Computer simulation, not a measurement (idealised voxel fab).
This section sets out a process module, namely voxel wiring stack.
Cross-section cut spans 240 nm and uses square cells 5 nm in size.
Notation: cross-section as square-cell grid; stated in bands, top first, going down; one or more cell rows per band.
The entry gives the band's vertical extent as a top height and a bottom height in nm, then its horizontal make-up as materials from left to right, each with a width in nm. "air" stands for empty space; a single material marked "full width" fills the band edge to edge.
The reference from which all heights are counted is 0, the level beneath which the as-received wafer is entirely one material; the lowest band, having no lower bound, proceeds downward and is written after the example "top 0, no bottom".
A width such as "30->40" changes by the same amount from each row of cells to the next, from the band's top row to its bottom row.
Step note "everything unchanged" = no cross-section cell changed.
For the entry "Closed cavity list", the listed items are empty spaces with no open way to the top whose size is 8 cells or more; each item follows the pattern width x height at distance, where distance is from the left edge and all three are in nm.
It should be noted that, on the line of a given step, the content following the step's settings is a remark produced by the simulator itself with respect to that step.
Steps that use a mask can have "overlay nm" on their line. It says how far the mask sat to the right of where it was meant to be. Negative means to the left.

### These are the steps we planned for the process
1,RECEIVE,material Si
2,CONFORMAL_DEP,material SiO2,thk nm 10
3,DIRECTIONAL_DEP,material TiN,thk nm 5
4,DIRECTIONAL_DEP,material W,thk nm 25
5,DIRECTIONAL_DEP,material aC,thk nm 15
6,PATTERN,tone cover,mask id METAL_1,material resist,width nm 25,pitch nm 40,thk nm 30,overlay nm 0
7,DIRECTIONAL_ETCH,etch materials aC,depth nm 15
8,STRIP,etch materials resist
9,DIRECTIONAL_ETCH,etch materials W,depth nm 25
10,DIRECTIONAL_ETCH,etch materials TiN,depth nm 5
11,STRIP,etch materials aC
12,CONFORMAL_DEP,material SiCN,thk nm 5
13,FILL_DEP,material lowk,thk nm 5
14,CMP,height nm 40
15,CONFORMAL_DEP,material SiCN,thk nm 5
16,DIRECTIONAL_DEP,material SiO2,thk nm 20
17,MASKED_ETCH,tone open,mask id PLUG_1,width nm 15,pitch nm 80,etch materials SiO2,depth nm 20,overlay nm 0
18,MASKED_ETCH,tone open,mask id PLUG_1,width nm 15,pitch nm 80,etch materials SiCN,depth nm 5,overlay nm 0
19,EPI,material Ru,thk nm 10
20,EPI,material Ru,thk nm 10
21,EPI,material Ru,thk nm 5
22,CONFORMAL_DEP,material SiN,thk nm 5
23,DIRECTIONAL_DEP,material lowk,thk nm 20
24,DIRECTIONAL_DEP,material aC,thk nm 15
25,PATTERN,tone open,mask id METAL_2,material resist,width nm 25,pitch nm 40,thk nm 35,overlay nm 0
26,DIRECTIONAL_ETCH,etch materials aC,depth nm 15
27,STRIP,etch materials resist
28,DIRECTIONAL_ETCH,etch materials lowk,depth nm 20
29,DIRECTIONAL_ETCH,etch materials SiN,depth nm 5
30,STRIP,etch materials aC
31,CONFORMAL_DEP,material TiN,thk nm 5
32,FILL_DEP,material Cu,thk nm 10
33,CMP,height nm 90
34,EPI,material Ru,thk nm 5
35,FILL_DEP,material SiCN,thk nm 5

### Received-state cross-section, reflecting completion of step 1
  top 0, no bottom = Si full width
  Closed cavity list: none

### First of two wafers: cross-section at end of module, run per plan
  top 100, bottom 95 = SiCN full width
  top 95, bottom 90 = 40 of SiCN  35 of Ru  5 of SiCN  35 of Ru  5 of SiCN  35 of Ru  5 of SiCN  35 of Ru  45 of SiCN
  top 90, bottom 70 = 45 of lowk  5 of TiN  15 of Cu  5 of TiN  15 of lowk  5 of TiN  15 of Cu  5 of TiN  15 of lowk  5 of TiN  15 of Cu  5 of TiN  15 of lowk  5 of TiN  15 of Cu  5 of TiN  50 of lowk
  top 70, bottom 65 = 45 of SiN  25 of TiN  15 of SiN  25 of TiN  15 of SiN  25 of TiN  15 of SiN  25 of TiN  50 of SiN
  top 65, bottom 45 = 45 of SiO2  15 of Ru  65 of SiO2  15 of Ru  100 of SiO2
  top 45, bottom 40 = 45 of SiCN  15 of Ru  65 of SiCN  15 of Ru  100 of SiCN
  top 40, bottom 15 = 40 of lowk  5 of SiCN  25 of W  5 of SiCN  5 of lowk  5 of SiCN  25 of W  5 of SiCN  5 of lowk  5 of SiCN  25 of W  5 of SiCN  5 of lowk  5 of SiCN  25 of W  5 of SiCN  45 of lowk
  top 15, bottom 10 = 45 of SiCN  25 of TiN  15 of SiCN  25 of TiN  15 of SiCN  25 of TiN  15 of SiCN  25 of TiN  50 of SiCN
  top 10, bottom 0 = SiO2 full width
  top 0, no bottom = Si full width
  Closed cavity list: none

### Here is the second of the two wafers cut open at the end of the module - same start, same plan as the first one, but we made one mistake running it
  top 95, bottom 90 = 40 of air  35 of Ru  5 of air  35 of Ru  5 of air  35 of Ru  5 of air  35 of Ru  45 of air
  top 90, bottom 70 = 45 of lowk  5 of TiN  15 of Cu  5 of TiN  15 of lowk  5 of TiN  15 of Cu  5 of TiN  15 of lowk  5 of TiN  15 of Cu  5 of TiN  15 of lowk  5 of TiN  15 of Cu  5 of TiN  50 of lowk
  top 70, bottom 65 = 45 of SiN  25 of TiN  15 of SiN  25 of TiN  15 of SiN  25 of TiN  15 of SiN  25 of TiN  50 of SiN
  top 65, bottom 45 = 45 of SiO2  15 of Ru  65 of SiO2  15 of Ru  100 of SiO2
  top 45, bottom 40 = 45 of SiCN  15 of Ru  65 of SiCN  15 of Ru  100 of SiCN
  top 40, bottom 15 = 40 of lowk  5 of SiCN  25 of W  5 of SiCN  5 of lowk  5 of SiCN  25 of W  5 of SiCN  5 of lowk  5 of SiCN  25 of W  5 of SiCN  5 of lowk  5 of SiCN  25 of W  5 of SiCN  45 of lowk
  top 15, bottom 10 = 45 of SiCN  25 of TiN  15 of SiCN  25 of TiN  15 of SiCN  25 of TiN  15 of SiCN  25 of TiN  50 of SiCN
  top 10, bottom 0 = SiO2 full width
  top 0, no bottom = Si full width
  Closed cavity list: none
It is concluded that the wafer was processed incorrectly with respect to the plan, in that step 35 of the plan was bypassed and not carried out
End check, counted in cells, second wafer has more or fewer of these materials than the first: SiCN -68
